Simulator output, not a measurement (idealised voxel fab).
Name of the process module below: voxel transistor to metal
Section shown: cut. Width: 185 nm. Cell size: 5 nm, square.
Each cross-section below is a grid of square cells, stated as bands in top-down order, with one or more rows of cells making up each band. Top, bottom (nm), then materials left to right with widths (nm); lone material tagged "throughout" fills the whole band edge to edge; "blank" = empty space. Heights are expressed relative to 0, this being the level below which the as-received wafer comprises one material exclusively. The lowest band is unbounded in the downward direction and is denoted as in "z 0 and below". Width spec "30 to 40" -> top row of cells at first value, bottom row at second value, equal per-row change in between. Basically "no modification" means that step didn't change any cell in the cross-section. "Closed internal voids" specifies each empty space that is not open to the top and that occupies no fewer than 8 cells, using the form width x height at distance, the distance measured from the left edge and all three quantities in nm. If you see something after the settings on a step's line, that's the simulator's own remark about that step. Steps that use a mask can have "overlay nm" on their line. It says how far the mask sat to the right of where it was meant to be. Negative means to the left. Pairs, read this way: before one process step on the one hand, after it on the other, the after cross-section ending at the lowest band that changed; the step between, settings included, beneath. Same starting wafer throughout, but possibly different runs of this module, so no pair continues from the pair above unless its entry headed "Pre-process" says so.

[Pre-process]
z 60 to 35 | 40 of SiO2 | 15 of blank | 70 of SiO2 | 15 of blank | 45 of SiO2
z 35 to 30 | 40 of SiN | 15 of blank | 70 of SiN | 15 of blank | 45 of SiN
z 30 to 15 | 40 of SiO2 | 5 of TiN | 5 of Ru | 5 of TiN | 70 of SiO2 | 5 of TiN | 5 of Ru | 5 of TiN | 45 of SiO2
z 15 to 0 | 40 of SiO2 | 5 of TiN | 5 of Ru | 5 of TiN | 10 of SiO2 | 5 of SiN | 5 of Ru | 5 of TiN | 20 of W | 5 of TiN | 5 of Ru | 5 of SiN | 10 of SiO2 | 5 of TiN | 5 of Ru | 5 of TiN | 45 of SiO2
z 0 to -5 | 30 of SiO2 | 5 of SiN | 5 of SiO2 | 5 of TiN | 5 of Ru | 5 of TiN | 10 of SiO2 | 5 of SiN | 5 of Ru | 30 of TiN | 5 of Ru | 5 of SiN | 10 of SiO2 | 5 of TiN | 5 of Ru | 5 of TiN | 5 of SiO2 | 5 of SiN | 35 of SiO2
z -5 to -10 | 40 of SiO2 | 15 of TiN | 5 of SiO2 | 5 of SiGe | 5 of SiO2 | 40 of Ru | 5 of SiO2 | 5 of SiGe | 5 of SiO2 | 15 of TiN | 45 of SiO2
z -10 to -15 | 35 of SiO2 | 30 of SiGe | 50 of Si | 30 of SiGe | 40 of SiO2
z -15 to -30 | 35 of SiO2 | 110 of Si | 40 of SiO2
z -30 and below | Si throughout
Closed internal voids: none

[Cross-Section After Step]
z 65 to 60 | 45 of TiN | 5 of blank | 80 of TiN | 5 of blank | 50 of TiN
z 60 to 35 | 40 of SiO2 | 5 of TiN | 5 of blank | 5 of TiN | 70 of SiO2 | 5 of TiN | 5 of blank | 5 of TiN | 45 of SiO2
z 35 to 30 | 40 of SiN | 15 of TiN | 70 of SiN | 15 of TiN | 45 of SiN
Unchanged below 30.
Closed internal voids: none
Connecting step for the cross-sections above: CONFORMAL_DEP,material TiN,thk nm 5

Pre-process: the pre-step structure is the one depicted after the step in the pair just above.

[Cross-Section After Step]
z 75 to 65 | Cu throughout
z 65 to 60 | 45 of TiN | 5 of Cu | 80 of TiN | 5 of Cu | 50 of TiN
z 60 to 35 | 40 of SiO2 | 5 of TiN | 5 of Cu | 5 of TiN | 70 of SiO2 | 5 of TiN | 5 of Cu | 5 of TiN | 45 of SiO2
Unchanged below 35.
Closed internal voids: none
Connecting step for the cross-sections above: FILL_DEP,material Cu,thk nm 10

Pre-process: the pre-step structure is the one depicted after the step in the pair just above.

[Cross-Section After Step]
z 60 to 35 | 40 of SiO2 | 5 of TiN | 5 of Cu | 5 of TiN | 70 of SiO2 | 5 of TiN | 5 of Cu | 5 of TiN | 45 of SiO2
Unchanged below 35.
Closed internal voids: none
Connecting step for the cross-sections above: CMP,height nm 60

Pre-process: the pre-step structure is the one depicted after the step in the pair just above.

[Cross-Section After Step]
z 65 to 60 | SiCN throughout
Unchanged below 60.
Closed internal voids: none
Connecting step for the cross-sections above: CONFORMAL_DEP,material SiCN,thk nm 5

[Pre-process]
z 20 to 10 | aC throughout
z 10 to 0 | SiN throughout
z 0 to -5 | SiO2 throughout
z -5 and below | Si throughout
Closed internal voids: none

[Cross-Section After Step]
z 45 to 20 | 30 of resist | 120 of blank | 35 of resist
Unchanged below 20.
Closed internal voids: none
Connecting step for the cross-sections above: PATTERN,tone open,mask id ACTIVE,material resist,width nm 120,thk nm 25,overlay nm 0

Pre-process: the pre-step structure is the one depicted after the step in the pair just above.

[Cross-Section After Step]
z 35 to 20 | 30 of resist | 120 of blank | 35 of resist
z 20 to 10 | 30 of aC | 120 of blank | 35 of aC
Unchanged below 10.
Closed internal voids: none
Connecting step for the cross-sections above: DIRECTIONAL_ETCH,etch materials aC,depth nm 10

Pre-process: the pre-step structure is the one depicted after the step in the pair just above.

[Cross-Section After Step]
z 20 to 10 | 30 of aC | 120 of blank | 35 of aC
Unchanged below 10.
Closed internal voids: none
Connecting step for the cross-sections above: STRIP,etch materials resist

Pre-process: the pre-step structure is the one depicted after the step in the pair just above.

[Cross-Section After Step]
z 20 to 10 | 30 of aC | 120 of blank | 35 of aC
z 10 to 0 | 30 of SiN | 120 of blank | 35 of SiN
Unchanged below 0.
Closed internal voids: none
Connecting step for the cross-sections above: DIRECTIONAL_ETCH,etch materials SiN,depth nm 10

Pre-process: the pre-step structure is the one depicted after the step in the pair just above.

[Cross-Section After Step]
z 20 to 10 | 30 of aC | 120 of blank | 35 of aC
z 10 to 0 | 30 of SiN | 120 of blank | 35 of SiN
z 0 to -5 | 30 of SiO2 | 120 of blank | 35 of SiO2
Unchanged below -5.
Closed internal voids: none
Connecting step for the cross-sections above: DIRECTIONAL_ETCH,etch materials SiO2,depth nm 5

Pre-process: the pre-step structure is the one depicted after the step in the pair just above.

[Cross-Section After Step]
z 20 to 10 | 30 of aC | 120 of blank | 35 of aC
z 10 to 0 | 30 of SiN | 120 of blank | 35 of SiN
z 0 to -5 | 30 of SiO2 | 120 of blank | 35 of SiO2
z -5 to -25 | 30 of Si | 120 of blank | 35 of Si
Unchanged below -25.
Closed internal voids: none
Connecting step for the cross-sections above: DIRECTIONAL_ETCH,etch materials Si,depth nm 20

Pre-process: the pre-step structure is the one depicted after the step in the pair just above.

[Cross-Section After Step]
z 10 to 0 | 30 of SiN | 120 of blank | 35 of SiN
Unchanged below 0.
Closed internal voids: none
Connecting step for the cross-sections above: STRIP,etch materials aC

Pre-process: the pre-step structure is the one depicted after the step in the pair just above.

[Cross-Section After Step]
z 10 to 0 | 30 of SiN | 120 of blank | 35 of SiN
z 0 to -5 | 30 of SiO2 | 120 of blank | 35 of SiO2
z -5 to -25 | 25 of Si | 5 of SiO2 | 120 of blank | 5 of SiO2 | 30 of Si
z -25 to -30 | 25 of Si | 130 of SiO2 | 30 of Si
Unchanged below -30.
Closed internal voids: none
Connecting step for the cross-sections above: OXIDIZE,depth nm 5

Pre-process: the pre-step structure is the one depicted after the step in the pair just above.

[Cross-Section After Step]
z 15 to 10 | SiO2 throughout
z 10 to 0 | 30 of SiN | 120 of SiO2 | 35 of SiN
z 0 to -5 | SiO2 throughout
z -5 to -30 | 25 of Si | 130 of SiO2 | 30 of Si
Unchanged below -30.
Closed internal voids: none
Connecting step for the cross-sections above: FILL_DEP,material SiO2,thk nm 5

Pre-process: the pre-step structure is the one depicted after the step in the pair just above.

[Cross-Section After Step]
z 10 to 0 | 30 of SiN | 120 of SiO2 | 35 of SiN
Unchanged below 0.
Closed internal voids: none
Connecting step for the cross-sections above: CMP,height nm 10

Pre-process: the pre-step structure is the one depicted after the step in the pair just above.

[Cross-Section After Step]
z 10 to 5 | 30 of SiN | 120 of blank | 35 of SiN
Unchanged below 5.
Closed internal voids: none
Connecting step for the cross-sections above: SELECTIVE_ETCH,etch materials SiO2,depth nm 5

Pre-process: the pre-step structure is the one depicted after the step in the pair just above.

[Cross-Section After Step]
z 5 to 0 | 30 of blank | 120 of SiO2 | 35 of blank
Unchanged below 0.
Closed internal voids: none
Connecting step for the cross-sections above: STRIP,etch materials SiN

Pre-process: the pre-step structure is the one depicted after the step in the pair just above.

[Cross-Section After Step]
z 0 to -5 | 35 of blank | 110 of SiO2 | 40 of blank
Unchanged below -5.
Closed internal voids: none
Connecting step for the cross-sections above: SELECTIVE_ETCH,etch materials SiO2,depth nm 5

Pre-process: the pre-step structure is the one depicted after the step in the pair just above.

[Cross-Section After Step]
z 0 to -5 | 35 of blank | 110 of SiO2 | 40 of blank
z -5 to -10 | SiO2 throughout
Unchanged below -10.
Closed internal voids: none
Connecting step for the cross-sections above: OXIDIZE,depth nm 5

Pre-process: the pre-step structure is the one depicted after the step in the pair just above.

[Cross-Section After Step]
z 25 to 20 | 35 of blank | 110 of polySi | 40 of blank
z 20 to 0 | polySi throughout
z 0 to -5 | 35 of polySi | 110 of SiO2 | 40 of polySi
Unchanged below -5.
Closed internal voids: none
Connecting step for the cross-sections above: DIRECTIONAL_DEP,material polySi,thk nm 25

Pre-process: the pre-step structure is the one depicted after the step in the pair just above.

[Cross-Section After Step]
z 35 to 30 | 35 of blank | 110 of SiCN | 40 of blank
z 30 to 25 | SiCN throughout
z 25 to 20 | 35 of SiCN | 110 of polySi | 40 of SiCN
Unchanged below 20.
Closed internal voids: none
Connecting step for the cross-sections above: DIRECTIONAL_DEP,material SiCN,thk nm 10

Pre-process: the pre-step structure is the one depicted after the step in the pair just above.

[Cross-Section After Step]
z 50 to 35 | 75 of blank | 30 of resist | 80 of blank
Unchanged below 35.
Closed internal voids: none
Connecting step for the cross-sections above: PATTERN,tone cover,mask id GATE,material resist,width nm 30,thk nm 15,overlay nm 0

Pre-process: the pre-step structure is the one depicted after the step in the pair just above.

[Cross-Section After Step]
z 50 to 35 | 75 of blank | 30 of resist | 80 of blank
z 35 to 25 | 75 of blank | 30 of SiCN | 80 of blank
z 25 to 20 | 35 of blank | 110 of polySi | 40 of blank
Unchanged below 20.
Closed internal voids: none
Connecting step for the cross-sections above: DIRECTIONAL_ETCH,etch materials SiCN,depth nm 20

Pre-process: the pre-step structure is the one depicted after the step in the pair just above.

[Cross-Section After Step]
z 50 to 35 | 75 of blank | 30 of resist | 80 of blank
z 35 to 25 | 75 of blank | 30 of SiCN | 80 of blank
z 25 to 0 | 75 of blank | 30 of polySi | 80 of blank
z 0 to -5 | 35 of blank | 110 of SiO2 | 40 of blank
Unchanged below -5.
Closed internal voids: none
Connecting step for the cross-sections above: DIRECTIONAL_ETCH,etch materials polySi,depth nm 35

Pre-process: the pre-step structure is the one depicted after the step in the pair just above.

[Cross-Section After Step]
z 35 to 25 | 75 of blank | 30 of SiCN | 80 of blank
Unchanged below 25.
Closed internal voids: none
Connecting step for the cross-sections above: STRIP,etch materials resist

Pre-process: the pre-step structure is the one depicted after the step in the pair just above.

[Cross-Section After Step]
z 40 to 35 | 70 of blank | 40 of SiO2 | 75 of blank
z 35 to 25 | 70 of blank | 5 of SiO2 | 30 of SiCN | 5 of SiO2 | 75 of blank
z 25 to 5 | 70 of blank | 5 of SiO2 | 30 of polySi | 5 of SiO2 | 75 of blank
z 5 to 0 | 30 of blank | 45 of SiO2 | 30 of polySi | 45 of SiO2 | 35 of blank
z 0 to -10 | SiO2 throughout
Unchanged below -10.
Closed internal voids: none
Connecting step for the cross-sections above: CONFORMAL_DEP,material SiO2,thk nm 5

Pre-process: the pre-step structure is the one depicted after the step in the pair just above.

[Cross-Section After Step]
z 35 to 25 | 70 of blank | 5 of SiO2 | 30 of SiCN | 5 of SiO2 | 75 of blank
z 25 to 0 | 70 of blank | 5 of SiO2 | 30 of polySi | 5 of SiO2 | 75 of blank
z 0 to -5 | 30 of blank | 120 of SiO2 | 35 of blank
Unchanged below -5.
Closed internal voids: none
Connecting step for the cross-sections above: DIRECTIONAL_ETCH,etch materials SiO2,depth nm 5

Pre-process: the pre-step structure is the one depicted after the step in the pair just above.

[Cross-Section After Step]
z 40 to 35 | 65 of blank | 50 of SiN | 70 of blank
z 35 to 25 | 65 of blank | 5 of SiN | 5 of SiO2 | 30 of SiCN | 5 of SiO2 | 5 of SiN | 70 of blank
z 25 to 5 | 65 of blank | 5 of SiN | 5 of SiO2 | 30 of polySi | 5 of SiO2 | 5 of SiN | 70 of blank
z 5 to 0 | 25 of blank | 45 of SiN | 5 of SiO2 | 30 of polySi | 5 of SiO2 | 45 of SiN | 30 of blank
z 0 to -5 | 30 of SiN | 120 of SiO2 | 35 of SiN
Unchanged below -5.
Closed internal voids: none
Connecting step for the cross-sections above: CONFORMAL_DEP,material SiN,thk nm 5

Pre-process: the pre-step structure is the one depicted after the step in the pair just above.

[Cross-Section After Step]
z 35 to 25 | 65 of blank | 5 of SiN | 5 of SiO2 | 30 of SiCN | 5 of SiO2 | 5 of SiN | 70 of blank
z 25 to 0 | 65 of blank | 5 of SiN | 5 of SiO2 | 30 of polySi | 5 of SiO2 | 5 of SiN | 70 of blank
z 0 to -5 | 25 of blank | 5 of SiN | 120 of SiO2 | 5 of SiN | 30 of blank
Unchanged below -5.
Closed internal voids: none
Connecting step for the cross-sections above: DIRECTIONAL_ETCH,etch materials SiN,depth nm 5

Pre-process: the pre-step structure is the one depicted after the step in the pair just above.

[Cross-Section After Step]
z 35 to 30 | 65 of blank | 5 of SiN | 5 of blank | 30 of SiCN | 5 of blank | 5 of SiN | 70 of blank
z 30 to 25 | 65 of blank | 5 of SiN | 5 of SiO2 | 30 of SiCN | 5 of SiO2 | 5 of SiN | 70 of blank
z 25 to 0 | 65 of blank | 5 of SiN | 5 of SiO2 | 30 of polySi | 5 of SiO2 | 5 of SiN | 70 of blank
z 0 to -5 | 25 of blank | 5 of SiN | 35 of blank | 50 of SiO2 | 35 of blank | 5 of SiN | 30 of blank
z -5 to -10 | 25 of blank | 130 of SiO2 | 30 of blank
Unchanged below -10.
Closed internal voids: none
Connecting step for the cross-sections above: DIRECTIONAL_ETCH,etch materials SiO2,depth nm 5

Pre-process: the pre-step structure is the one depicted after the step in the pair just above.

[Cross-Section After Step]
z 35 to 30 | 65 of blank | 5 of SiN | 5 of blank | 30 of SiCN | 5 of blank | 5 of SiN | 70 of blank
z 30 to 25 | 65 of blank | 5 of SiN | 5 of SiO2 | 30 of SiCN | 5 of SiO2 | 5 of SiN | 70 of blank
z 25 to 0 | 65 of blank | 5 of SiN | 5 of SiO2 | 30 of polySi | 5 of SiO2 | 5 of SiN | 70 of blank
z 0 to -5 | 25 of blank | 5 of SiN | 35 of blank | 50 of SiO2 | 35 of blank | 5 of SiN | 30 of blank
z -5 to -15 | 25 of blank | 130 of SiO2 | 30 of blank
Unchanged below -15.
Closed internal voids: none
Connecting step for the cross-sections above: DIRECTIONAL_ETCH,etch materials Si,depth nm 5

Pre-process: the pre-step structure is the one depicted after the step in the pair just above.

[Cross-Section After Step]
z 35 to 30 | 65 of blank | 5 of SiN | 5 of blank | 30 of SiCN | 5 of blank | 5 of SiN | 70 of blank
z 30 to 25 | 65 of blank | 5 of SiN | 5 of SiO2 | 30 of SiCN | 5 of SiO2 | 5 of SiN | 70 of blank
z 25 to 0 | 65 of blank | 5 of SiN | 5 of SiO2 | 30 of polySi | 5 of SiO2 | 5 of SiN | 70 of blank
z 0 to -5 | 25 of blank | 5 of SiN | 35 of blank | 50 of SiO2 | 35 of blank | 5 of SiN | 30 of blank
z -5 to -10 | 25 of blank | 130 of SiO2 | 30 of blank
z -10 to -15 | 25 of SiGe | 130 of SiO2 | 30 of SiGe
Unchanged below -15.
Closed internal voids: none
Connecting step for the cross-sections above: EPI,material SiGe,thk nm 5

Pre-process: the pre-step structure is the one depicted after the step in the pair just above.

[Cross-Section After Step]
z 40 to 35 | SiO2 throughout
z 35 to 25 | 65 of SiO2 | 5 of SiN | 5 of SiO2 | 30 of SiCN | 5 of SiO2 | 5 of SiN | 70 of SiO2
z 25 to 0 | 65 of SiO2 | 5 of SiN | 5 of SiO2 | 30 of polySi | 5 of SiO2 | 5 of SiN | 70 of SiO2
z 0 to -5 | 25 of SiO2 | 5 of SiN | 120 of SiO2 | 5 of SiN | 30 of SiO2
z -5 to -10 | SiO2 throughout
Unchanged below -10.
Closed internal voids: none
Connecting step for the cross-sections above: FILL_DEP,material SiO2,thk nm 5

Pre-process: the pre-step structure is the one depicted after the step in the pair just above.

[Cross-Section After Step]
z 20 to 0 | 65 of SiO2 | 5 of SiN | 5 of SiO2 | 30 of polySi | 5 of SiO2 | 5 of SiN | 70 of SiO2
Unchanged below 0.
Closed internal voids: none
Connecting step for the cross-sections above: CMP,height nm 20

Pre-process: the pre-step structure is the one depicted after the step in the pair just above.

[Cross-Section After Step]
z 20 to 0 | 65 of SiO2 | 5 of SiN | 5 of SiO2 | 30 of blank | 5 of SiO2 | 5 of SiN | 70 of SiO2
Unchanged below 0.
Closed internal voids: none
Connecting step for the cross-sections above: STRIP,etch materials polySi

Pre-process: the pre-step structure is the one depicted after the step in the pair just above.

[Cross-Section After Step]
z 20 to 15 | 65 of blank | 5 of SiN | 40 of blank | 5 of SiN | 70 of blank
z 15 to 0 | 65 of SiO2 | 5 of SiN | 40 of blank | 5 of SiN | 70 of SiO2
z 0 to -5 | 25 of SiO2 | 5 of SiN | 40 of SiO2 | 40 of blank | 40 of SiO2 | 5 of SiN | 30 of SiO2
Unchanged below -5.
Closed internal voids: none
Connecting step for the cross-sections above: SELECTIVE_ETCH,etch materials SiO2,depth nm 5

Pre-process: the pre-step structure is the one depicted after the step in the pair just above.

[Cross-Section After Step]
z 25 to 20 | 60 of blank | 15 of HfO2 | 30 of blank | 15 of HfO2 | 65 of blank
z 20 to 15 | 65 of HfO2 | 5 of SiN | 5 of HfO2 | 30 of blank | 5 of HfO2 | 5 of SiN | 70 of HfO2
z 15 to 0 | 65 of SiO2 | 5 of SiN | 5 of HfO2 | 30 of blank | 5 of HfO2 | 5 of SiN | 70 of SiO2
z 0 to -5 | 25 of SiO2 | 5 of SiN | 40 of SiO2 | 40 of HfO2 | 40 of SiO2 | 5 of SiN | 30 of SiO2
Unchanged below -5.
Closed internal voids: none
Connecting step for the cross-sections above: CONFORMAL_DEP,material HfO2,thk nm 5

Pre-process: the pre-step structure is the one depicted after the step in the pair just above.

[Cross-Section After Step]
z 30 to 25 | 55 of blank | 25 of TiN | 20 of blank | 25 of TiN | 60 of blank
z 25 to 20 | 60 of TiN | 15 of HfO2 | 5 of TiN | 20 of blank | 5 of TiN | 15 of HfO2 | 65 of TiN
z 20 to 15 | 65 of HfO2 | 5 of SiN | 5 of HfO2 | 5 of TiN | 20 of blank | 5 of TiN | 5 of HfO2 | 5 of SiN | 70 of HfO2
z 15 to 5 | 65 of SiO2 | 5 of SiN | 5 of HfO2 | 5 of TiN | 20 of blank | 5 of TiN | 5 of HfO2 | 5 of SiN | 70 of SiO2
z 5 to 0 | 65 of SiO2 | 5 of SiN | 5 of HfO2 | 30 of TiN | 5 of HfO2 | 5 of SiN | 70 of SiO2
Unchanged below 0.
Closed internal voids: none
Connecting step for the cross-sections above: CONFORMAL_DEP,material TiN,thk nm 5

Pre-process: the pre-step structure is the one depicted after the step in the pair just above.

[Cross-Section After Step]
z 35 to 30 | W throughout
z 30 to 25 | 55 of W | 25 of TiN | 20 of W | 25 of TiN | 60 of W
z 25 to 20 | 60 of TiN | 15 of HfO2 | 5 of TiN | 20 of W | 5 of TiN | 15 of HfO2 | 65 of TiN
z 20 to 15 | 65 of HfO2 | 5 of SiN | 5 of HfO2 | 5 of TiN | 20 of W | 5 of TiN | 5 of HfO2 | 5 of SiN | 70 of HfO2
z 15 to 5 | 65 of SiO2 | 5 of SiN | 5 of HfO2 | 5 of TiN | 20 of W | 5 of TiN | 5 of HfO2 | 5 of SiN | 70 of SiO2
Unchanged below 5.
Closed internal voids: none
Connecting step for the cross-sections above: FILL_DEP,material W,thk nm 5

Pre-process: the pre-step structure is the one depicted after the step in the pair just above.

[Cross-Section After Step]
z 15 to 5 | 65 of SiO2 | 5 of SiN | 5 of HfO2 | 5 of TiN | 20 of W | 5 of TiN | 5 of HfO2 | 5 of SiN | 70 of SiO2
Unchanged below 5.
Closed internal voids: none
Connecting step for the cross-sections above: CMP,height nm 15

Pre-process: the pre-step structure is the one depicted after the step in the pair just above.

[Cross-Section After Step]
z 30 to 15 | SiO2 throughout
Unchanged below 15.
Closed internal voids: none
Connecting step for the cross-sections above: DIRECTIONAL_DEP,material SiO2,thk nm 15

Pre-process: the pre-step structure is the one depicted after the step in the pair just above.

[Cross-Section After Step]
z 45 to 30 | 40 of resist | 15 of blank | 70 of resist | 15 of blank | 45 of resist
Unchanged below 30.
Closed internal voids: none
Connecting step for the cross-sections above: PATTERN,tone open,mask id CONTACT,material resist,width nm 15,pitch nm 85,thk nm 15,overlay nm 0

Pre-process: the pre-step structure is the one depicted after the step in the pair just above.

[Cross-Section After Step]
z 45 to 30 | 40 of resist | 15 of blank | 70 of resist | 15 of blank | 45 of resist
z 30 to 15 | 40 of SiO2 | 15 of blank | 70 of SiO2 | 15 of blank | 45 of SiO2
z 15 to 5 | 40 of SiO2 | 15 of blank | 10 of SiO2 | 5 of SiN | 5 of HfO2 | 5 of TiN | 20 of W | 5 of TiN | 5 of HfO2 | 5 of SiN | 10 of SiO2 | 15 of blank | 45 of SiO2
z 5 to 0 | 40 of SiO2 | 15 of blank | 10 of SiO2 | 5 of SiN | 5 of HfO2 | 30 of TiN | 5 of HfO2 | 5 of SiN | 10 of SiO2 | 15 of blank | 45 of SiO2
z 0 to -5 | 25 of SiO2 | 5 of SiN | 10 of SiO2 | 15 of blank | 15 of SiO2 | 40 of HfO2 | 15 of SiO2 | 15 of blank | 10 of SiO2 | 5 of SiN | 30 of SiO2
z -5 to -10 | 40 of SiO2 | 15 of blank | 70 of SiO2 | 15 of blank | 45 of SiO2
Unchanged below -10.
Closed internal voids: none
Connecting step for the cross-sections above: DIRECTIONAL_ETCH,etch materials SiO2,depth nm 40

Pre-process: the pre-step structure is the one depicted after the step in the pair just above.

[Cross-Section After Step]
z 30 to 15 | 40 of SiO2 | 15 of blank | 70 of SiO2 | 15 of blank | 45 of SiO2
Unchanged below 15.
Closed internal voids: none
Connecting step for the cross-sections above: STRIP,etch materials resist

Pre-process: the pre-step structure is the one depicted after the step in the pair just above.

[Cross-Section After Step]
z 35 to 30 | 45 of TiN | 5 of blank | 80 of TiN | 5 of blank | 50 of TiN
z 30 to 15 | 40 of SiO2 | 5 of TiN | 5 of blank | 5 of TiN | 70 of SiO2 | 5 of TiN | 5 of blank | 5 of TiN | 45 of SiO2
z 15 to 5 | 40 of SiO2 | 5 of TiN | 5 of blank | 5 of TiN | 10 of SiO2 | 5 of SiN | 5 of HfO2 | 5 of TiN | 20 of W | 5 of TiN | 5 of HfO2 | 5 of SiN | 10 of SiO2 | 5 of TiN | 5 of blank | 5 of TiN | 45 of SiO2
z 5 to 0 | 40 of SiO2 | 5 of TiN | 5 of blank | 5 of TiN | 10 of SiO2 | 5 of SiN | 5 of HfO2 | 30 of TiN | 5 of HfO2 | 5 of SiN | 10 of SiO2 | 5 of TiN | 5 of blank | 5 of TiN | 45 of SiO2
z 0 to -5 | 25 of SiO2 | 5 of SiN | 10 of SiO2 | 5 of TiN | 5 of blank | 5 of TiN | 15 of SiO2 | 40 of HfO2 | 15 of SiO2 | 5 of TiN | 5 of blank | 5 of TiN | 10 of SiO2 | 5 of SiN | 30 of SiO2
z -5 to -10 | 40 of SiO2 | 15 of TiN | 70 of SiO2 | 15 of TiN | 45 of SiO2
Unchanged below -10.
Closed internal voids: none
Connecting step for the cross-sections above: CONFORMAL_DEP,material TiN,thk nm 5

Pre-process: the pre-step structure is the one depicted after the step in the pair just above.

[Cross-Section After Step]
z 45 to 35 | Ru throughout
z 35 to 30 | 45 of TiN | 5 of Ru | 80 of TiN | 5 of Ru | 50 of TiN
z 30 to 15 | 40 of SiO2 | 5 of TiN | 5 of Ru | 5 of TiN | 70 of SiO2 | 5 of TiN | 5 of Ru | 5 of TiN | 45 of SiO2
z 15 to 5 | 40 of SiO2 | 5 of TiN | 5 of Ru | 5 of TiN | 10 of SiO2 | 5 of SiN | 5 of HfO2 | 5 of TiN | 20 of W | 5 of TiN | 5 of HfO2 | 5 of SiN | 10 of SiO2 | 5 of TiN | 5 of Ru | 5 of TiN | 45 of SiO2
z 5 to 0 | 40 of SiO2 | 5 of TiN | 5 of Ru | 5 of TiN | 10 of SiO2 | 5 of SiN | 5 of HfO2 | 30 of TiN | 5 of HfO2 | 5 of SiN | 10 of SiO2 | 5 of TiN | 5 of Ru | 5 of TiN | 45 of SiO2
z 0 to -5 | 25 of SiO2 | 5 of SiN | 10 of SiO2 | 5 of TiN | 5 of Ru | 5 of TiN | 15 of SiO2 | 40 of HfO2 | 15 of SiO2 | 5 of TiN | 5 of Ru | 5 of TiN | 10 of SiO2 | 5 of SiN | 30 of SiO2
Unchanged below -5.
Closed internal voids: none
Connecting step for the cross-sections above: FILL_DEP,material Ru,thk nm 10

Pre-process: the pre-step structure is the one depicted after the step in the pair just above.

[Cross-Section After Step]
z 30 to 15 | 40 of SiO2 | 5 of TiN | 5 of Ru | 5 of TiN | 70 of SiO2 | 5 of TiN | 5 of Ru | 5 of TiN | 45 of SiO2
Unchanged below 15.
Closed internal voids: none
Connecting step for the cross-sections above: CMP,height nm 30

Pre-process: the pre-step structure is the one depicted after the step in the pair just above.

[Cross-Section After Step]
z 35 to 30 | SiN throughout
Unchanged below 30.
Closed internal voids: none
Connecting step for the cross-sections above: CONFORMAL_DEP,material SiN,thk nm 5

Pre-process: the pre-step structure is the one depicted after the step in the pair just above.

[Cross-Section After Step]
z 60 to 35 | SiO2 throughout
Unchanged below 35.
Closed internal voids: none
Connecting step for the cross-sections above: DIRECTIONAL_DEP,material SiO2,thk nm 25

Pre-process: the pre-step structure is the one depicted after the step in the pair just above.

[Cross-Section After Step]
z 80 to 60 | 40 of resist | 15 of blank | 70 of resist | 15 of blank | 45 of resist
Unchanged below 60.
Closed internal voids: none
Connecting step for the cross-sections above: PATTERN,tone open,mask id METAL_1,material resist,width nm 15,pitch nm 85,thk nm 20,overlay nm 0

Pre-process: the pre-step structure is the one depicted after the step in the pair just above.

[Cross-Section After Step]
z 80 to 60 | 40 of resist | 15 of blank | 70 of resist | 15 of blank | 45 of resist
z 60 to 35 | 40 of SiO2 | 15 of blank | 70 of SiO2 | 15 of blank | 45 of SiO2
Unchanged below 35.
Closed internal voids: none
Connecting step for the cross-sections above: DIRECTIONAL_ETCH,etch materials SiO2,depth nm 25

Pre-process: the pre-step structure is the one depicted after the step in the pair just above.

[Cross-Section After Step]
z 80 to 60 | 40 of resist | 15 of blank | 70 of resist | 15 of blank | 45 of resist
z 60 to 35 | 40 of SiO2 | 15 of blank | 70 of SiO2 | 15 of blank | 45 of SiO2
z 35 to 30 | 40 of SiN | 15 of blank | 70 of SiN | 15 of blank | 45 of SiN
Unchanged below 30.
Closed internal voids: none
Connecting step for the cross-sections above: DIRECTIONAL_ETCH,etch materials SiN,depth nm 5

Pre-process: the pre-step structure is the one depicted after the step in the pair just above.

[Cross-Section After Step]
z 60 to 35 | 40 of SiO2 | 15 of blank | 70 of SiO2 | 15 of blank | 45 of SiO2
Unchanged below 35.
Closed internal voids: none
Connecting step for the cross-sections above: STRIP,etch materials resist

Pre-process: the pre-step structure is the one depicted after the step in the pair just above.

[Cross-Section After Step]
z 65 to 60 | 45 of TiN | 5 of blank | 80 of TiN | 5 of blank | 50 of TiN
z 60 to 35 | 40 of SiO2 | 5 of TiN | 5 of blank | 5 of TiN | 70 of SiO2 | 5 of TiN | 5 of blank | 5 of TiN | 45 of SiO2
z 35 to 30 | 40 of SiN | 15 of TiN | 70 of SiN | 15 of TiN | 45 of SiN
Unchanged below 30.
Closed internal voids: none
Connecting step for the cross-sections above: CONFORMAL_DEP,material TiN,thk nm 5

Pre-process: the pre-step structure is the one depicted after the step in the pair just above.

[Cross-Section After Step]
z 75 to 65 | Cu throughout
z 65 to 60 | 45 of TiN | 5 of Cu | 80 of TiN | 5 of Cu | 50 of TiN
z 60 to 35 | 40 of SiO2 | 5 of TiN | 5 of Cu | 5 of TiN | 70 of SiO2 | 5 of TiN | 5 of Cu | 5 of TiN | 45 of SiO2
Unchanged below 35.
Closed internal voids: none
Connecting step for the cross-sections above: FILL_DEP,material Cu,thk nm 10

Pre-process: the pre-step structure is the one depicted after the step in the pair just above.

[Cross-Section After Step]
z 60 to 35 | 40 of SiO2 | 5 of TiN | 5 of Cu | 5 of TiN | 70 of SiO2 | 5 of TiN | 5 of Cu | 5 of TiN | 45 of SiO2
Unchanged below 35.
Closed internal voids: none
Connecting step for the cross-sections above: CMP,height nm 60

Pre-process: the pre-step structure is the one depicted after the step in the pair just above.

[Cross-Section After Step]
z 65 to 60 | SiCN throughout
Unchanged below 60.
Closed internal voids: none
Connecting step for the cross-sections above: CONFORMAL_DEP,material SiCN,thk nm 5
